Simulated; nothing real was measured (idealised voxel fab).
process module | voxel lift off
cross-section cut | 150 nm wide | cells 5 nm
A cross-section is a grid of square cells, given in bands from the top down. A band is one or more rows of cells.
Each band's line starts with the height of the band's top and of its bottom, in nm. Then come its materials from left to right, each with its width in nm. One material with "throughout" fills the band from edge to edge. "air" is empty space.
Height 0 is the level under which the wafer as received is all one material. The lowest band goes on downwards, as in "0 down".
A width such as "30 to 40" changes by the same amount from each row of cells to the next, from the band's top row to its bottom row.
"no change" after a step means that no cell of the cross-section changed.
closed voids: empty space of 8 cells or more with no open way to the top, each as width x height at its distance from the left edge, in nm
after a step's settings: what the simulator itself notes on the step
overlay nm, on a step with a mask: how far to the right of its planned place the mask lay; to the left if negative
plan
1 op RECEIVE | material Si
2 op CONFORMAL_DEP | material SiO2 | thk nm 15
3 op PATTERN | tone open | mask id LINES | material resist | width nm 25 | pitch nm 45 | thk nm 20 | overlay nm 0
4 op DIRECTIONAL_DEP | material Ru | thk nm 5
5 op STRIP | etch materials resist
6 op CONFORMAL_DEP | material SiN | thk nm 5
first wafer, as planned
as received, after step 1
  0 down: Si throughout
  closed voids: none
after step 2
  15 to 0: SiO2 throughout
  below 0: unchanged
after step 3
  35 to 15: resist 40 | air 25 | resist 20 | air 25 | resist 40
  below 15: unchanged
after step 4
  40 to 35: Ru 40 | air 25 | Ru 20 | air 25 | Ru 40
  35 to 20: resist 40 | air 25 | resist 20 | air 25 | resist 40
  20 to 15: resist 40 | Ru 25 | resist 20 | Ru 25 | resist 40
  below 15: unchanged
after step 5
  20 to 15: air 40 | Ru 25 | air 20 | Ru 25 | air 40
  below 15: unchanged
after step 6
  25 to 20: air 35 | SiN 35 | air 10 | SiN 35 | air 35
  20 to 15: SiN 40 | Ru 25 | SiN 20 | Ru 25 | SiN 40
  below 15: unchanged
second wafer: like start, like plan, one mistake. Through step 2 it matches the first wafer
when step 3 should have ended
  35 to 15: resist 50 | air 25 | resist 20 | air 25 | resist 30
  below 15: unchanged
when step 4 should have ended
  40 to 35: Ru 50 | air 25 | Ru 20 | air 25 | Ru 30
  35 to 20: resist 50 | air 25 | resist 20 | air 25 | resist 30
  20 to 15: resist 50 | Ru 25 | resist 20 | Ru 25 | resist 30
  below 15: unchanged
when step 5 should have ended
  20 to 15: air 50 | Ru 25 | air 20 | Ru 25 | air 30
  below 15: unchanged
when step 6 should have ended
  25 to 20: air 45 | SiN 35 | air 10 | SiN 35 | air 25
  20 to 15: SiN 50 | Ru 25 | SiN 20 | Ru 25 | SiN 30
  below 15: unchanged
what went wrong: step 3 ran as: op PATTERN | tone open | mask id LINES | material resist | width nm 25 | pitch nm 45 | thk nm 20 | overlay nm 10
at the end the second wafer has, in cells: as many of each material as the first, in other places
